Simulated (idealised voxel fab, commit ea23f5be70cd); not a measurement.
process module | voxel self aligned vias
cross-section cut | 185 nm wide | cells 5 nm
A cross-section is a grid of square cells, given in bands from the top down. A band is one or more rows of cells.
Each band's line starts with the height of the band's top and of its bottom, in nm. Then come its materials from left to right, each with its width in nm. One material with "throughout" fills the band from edge to edge. "air" is empty space.
Height 0 is the level under which the wafer as received is all one material. The lowest band goes on downwards, as in "0 down".
A width such as "30 to 40" changes by the same amount from each row of cells to the next, from the band's top row to its bottom row.
"no change" after a step means that no cell of the cross-section changed.
closed voids: empty space of 8 cells or more with no open way to the top, each as width x height at its distance from the left edge, in nm
after a step's settings: what the simulator itself notes on the step
overlay nm, on a step with a mask: how far to the right of its planned place the mask lay; to the left if negative
plan
1 op RECEIVE | material Si
2 op CONFORMAL_DEP | material SiO2 | thk nm 15
3 op CONFORMAL_DEP | material SiCN | thk nm 5
4 op DIRECTIONAL_DEP | material lowk | thk nm 30
5 op PATTERN | tone open | mask id LINES | material resist | width nm 20 | pitch nm 60 | thk nm 15 | overlay nm 0
6 op DIRECTIONAL_ETCH | etch materials lowk | depth nm 30
7 op STRIP | etch materials resist
8 op CONFORMAL_DEP | material TiN | thk nm 5
9 op FILL_DEP | material Ru | thk nm 10
10 op CMP | height nm 50
11 op SELECTIVE_ETCH | etch materials W Ru TiN | depth nm 10
12 op FILL_DEP | material SiN | thk nm 10
13 op CMP | height nm 50
14 op DIRECTIONAL_DEP | material lowk | thk nm 15
15 op PATTERN | tone open | mask id VIAS | material resist | width nm 30 | pitch nm 60 | thk nm 20 | overlay nm 0
16 op DIRECTIONAL_ETCH | etch materials lowk | depth nm 15
17 op DIRECTIONAL_ETCH | etch materials SiN | depth nm 10
18 op STRIP | etch materials resist
19 op CONFORMAL_DEP | material TiN | thk nm 5
20 op FILL_DEP | material Ru | thk nm 5
21 op CMP | height nm 65
22 op CONFORMAL_DEP | material SiN | thk nm 5
as received, after step 1
  0 down: Si throughout
  closed voids: none
a wafer at the end: this start, this plan, one mistake
  70 to 65: SiN throughout
  65 to 55: lowk 15 | TiN 5 | Ru 20 | TiN 5 | lowk 30 | TiN 5 | Ru 20 | TiN 5 | lowk 30 | TiN 5 | Ru 20 | TiN 5 | lowk 20
  55 to 45: lowk 15 to 25 | TiN 15 to 5 | Ru 5 | TiN 10 to 5 | lowk 30 to 45 | TiN 15 to 5 | Ru 5 | TiN 10 to 5 | lowk 30 to 45 | TiN 15 to 5 | Ru 5 | TiN 10 to 5 | lowk 20 to 25
  45 to 40: lowk 25 | TiN 15 | lowk 45 | TiN 15 | lowk 45 | TiN 15 | lowk 25
  40 to 25: lowk 25 | TiN 5 | Ru 5 | TiN 5 | lowk 45 | TiN 5 | Ru 5 | TiN 5 | lowk 45 | TiN 5 | Ru 5 | TiN 5 | lowk 25
  25 to 20: lowk 25 | TiN 15 | lowk 45 | TiN 15 | lowk 45 | TiN 15 | lowk 25
  20 to 15: SiCN throughout
  15 to 0: SiO2 throughout
  0 down: Si throughout
  closed voids: none
what went wrong: step 5 ran as: op PATTERN | tone open | mask id LINES | material resist | width nm 15 | pitch nm 60 | thk nm 15 | overlay nm 0
